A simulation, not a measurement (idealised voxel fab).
Herein follows the process module entitled voxel self aligned vias.
Displayed cross-section: cut, width of 195 nm, square cells sized 5 nm.
Cross-section spec: square-cell grid; bands listed top down; each band is one or more rows. Heights first: top, then bottom, in nm. Then materials, left to right, each with a width in nm. "throughout" on a single material: fills the band edge to edge. "air": empty space. Heights are expressed relative to 0, this being the level below which the as-received wafer comprises one material exclusively. The lowest band is unbounded in the downward direction and is denoted as in "from 0 down". Note: "30 to 40" means the width goes from the first number (top row of the band) to the second number (bottom row) in equal steps per row of cells. Where the words "nothing different" appear for a step, the cross-section shows no cell changed by that step; every cell remained as before. Closed-off voids of 8+ cells (no open route to the top) go in "Closed void roster", written width x height at distance from the left edge, in nm. On each step's line, the part that comes after the settings is the simulator's own comment on the step. overlay nm: where the mask lay relative to plan, measured to the right, on steps with a mask; negatives go left.

The steps planned for the process are as follows
1: RECEIVE (material Si)
2: CONFORMAL_DEP (material SiO2; thk nm 10)
3: CONFORMAL_DEP (material SiCN; thk nm 5)
4: DIRECTIONAL_DEP (material SiO2; thk nm 20)
5: MASKED_ETCH (tone open; mask id LINES; width nm 25; pitch nm 65; etch materials SiO2; depth nm 20; overlay nm 0)
6: CONFORMAL_DEP (material TiN; thk nm 5)
7: FILL_DEP (material Ru; thk nm 5)
8: CMP (height nm 35)
9: SELECTIVE_ETCH (etch materials W Ru TiN; depth nm 5)
10: FILL_DEP (material SiN; thk nm 5)
11: CMP (height nm 35)
12: DIRECTIONAL_DEP (material SiO2; thk nm 15)
13: DIRECTIONAL_DEP (material aC; thk nm 10)
14: PATTERN (tone open; mask id VIAS; material resist; width nm 45; thk nm 25; overlay nm 0)
15: DIRECTIONAL_ETCH (etch materials aC; depth nm 10)
16: STRIP (etch materials resist)
17: DIRECTIONAL_ETCH (etch materials SiO2; depth nm 15)
18: DIRECTIONAL_ETCH (etch materials SiN; depth nm 5)
19: STRIP (etch materials aC)
20: CONFORMAL_DEP (material TiN; thk nm 5)
21: FILL_DEP (material Cu; thk nm 10)
22: CMP (height nm 50)
23: CONFORMAL_DEP (material SiCN; thk nm 5)

Wafer at receipt (post step 1), cross-section
	from 0 down: Si throughout
	Closed void roster: none

Final cross-section, module run with one mistake (start and plan as above)
	from 55 to 50: SiCN throughout
	from 50 to 40: 40 SiO2, 5 TiN, 35 Cu, 5 TiN, 110 SiO2
	from 40 to 35: 40 SiO2, 15 TiN, 15 Cu, 15 TiN, 110 SiO2
	from 35 to 30: 50 SiO2, 25 TiN, 40 SiO2, 25 SiN, 55 SiO2
	from 30 to 20: 50 SiO2, 5 TiN, 15 Ru, 5 TiN, 40 SiO2, 5 TiN, 15 Ru, 5 TiN, 55 SiO2
	from 20 to 15: 50 SiO2, 25 TiN, 40 SiO2, 25 TiN, 55 SiO2
	from 15 to 5: SiO2 throughout
	from 5 to 0: SiCN throughout
	from 0 down: Si throughout
	Closed void roster: none
Against the plan, the run slipped here: deviation from plan: step 3 and step 2 executed in one another's positions
